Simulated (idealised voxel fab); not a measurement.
process module | voxel gate over fins
cross-section cut | 280 nm wide | cells 5 nm
A cross-section is a grid of square cells, given in bands from the top down. A band is one or more rows of cells.
Each band's line starts with the height of the band's top and of its bottom, in nm. Then come its materials from left to right, each with its width in nm. One material with "throughout" fills the band from edge to edge. "air" is empty space.
Height 0 is the level under which the wafer as received is all one material. The lowest band goes on downwards, as in "0 down".
A width such as "30 to 40" changes by the same amount from each row of cells to the next, from the band's top row to its bottom row.
"no change" after a step means that no cell of the cross-section changed.
closed voids: empty space of 8 cells or more with no open way to the top, each as width x height at its distance from the left edge, in nm
after a step's settings: what the simulator itself notes on the step
overlay nm, on a step with a mask: how far to the right of its planned place the mask lay; to the left if negative
plan
1 op RECEIVE | material Si
2 op CONFORMAL_DEP | material SiN | thk nm 10
3 op PATTERN | tone cover | mask id FINS | material resist | width nm 15 | pitch nm 45 | thk nm 20 | overlay nm 0
4 op DIRECTIONAL_ETCH | etch materials SiN | depth nm 10
5 op DIRECTIONAL_ETCH | etch materials Si | depth nm 35
6 op STRIP | etch materials resist
7 op OXIDIZE | depth nm 5
8 op FILL_DEP | material SiO2 | thk nm 10
9 op CMP | height nm 10
10 op SELECTIVE_ETCH | etch materials SiO2 | depth nm 20
11 op STRIP | etch materials SiN
12 op CONFORMAL_DEP | material HfO2 | thk nm 5
13 op CONFORMAL_DEP | material TiN | thk nm 5
14 op CONFORMAL_DEP | material TiAl | thk nm 5
15 op CONFORMAL_DEP | material TiN | thk nm 5
16 op FILL_DEP | material W | thk nm 10
17 op CMP | height nm 25
18 op CONFORMAL_DEP | material SiN | thk nm 10
as received, after step 1
  0 down: Si throughout
  closed voids: none
a wafer at the end: this start, this plan, one mistake
  35 to 25: SiN throughout
  25 to 20: W throughout
  20 to 15: W 90 | TiN 100 | W 90
  15 to 10: W 90 | TiN 5 | TiAl 90 | TiN 5 | W 90
  10 to 5: W 90 | TiN 5 | TiAl 5 | TiN 35 | TiAl 10 | TiN 35 | TiAl 5 | TiN 5 | W 90
  5 to 0: W 90 | TiN 5 | TiAl 5 | TiN 5 | HfO2 25 | TiN 5 | TiAl 10 | TiN 5 | HfO2 25 | TiN 5 | TiAl 5 | TiN 5 | W 90
  0 to -15: W 90 | TiN 5 | TiAl 5 | TiN 5 | HfO2 5 | SiO2 5 | Si 5 | SiO2 5 | HfO2 5 | TiN 5 | TiAl 10 | TiN 5 | HfO2 5 | SiO2 5 | Si 5 | SiO2 5 | HfO2 5 | TiN 5 | TiAl 5 | TiN 5 | W 90
  -15 to -20: TiN 95 | TiAl 5 | TiN 5 | HfO2 5 | SiO2 5 | Si 5 | SiO2 5 | HfO2 5 | TiN 5 | TiAl 10 | TiN 5 | HfO2 5 | SiO2 5 | Si 5 | SiO2 5 | HfO2 5 | TiN 5 | TiAl 5 | TiN 95
  -20 to -25: TiAl 100 | TiN 5 | HfO2 5 | SiO2 5 | Si 5 | SiO2 5 | HfO2 5 | TiN 5 | TiAl 10 | TiN 5 | HfO2 5 | SiO2 5 | Si 5 | SiO2 5 | HfO2 5 | TiN 5 | TiAl 100
  -25 to -30: TiN 105 | HfO2 5 | SiO2 5 | Si 5 | SiO2 5 | HfO2 5 | TiN 20 | HfO2 5 | SiO2 5 | Si 5 | SiO2 5 | HfO2 5 | TiN 105
  -30 to -35: HfO2 110 | SiO2 5 | Si 5 | SiO2 5 | HfO2 30 | SiO2 5 | Si 5 | SiO2 5 | HfO2 110
  -35 to -40: SiO2 115 | Si 5 | SiO2 40 | Si 5 | SiO2 115
  -40 down: Si throughout
  closed voids: none
what went wrong: step 8 ran as: op FILL_DEP | material SiN | thk nm 10
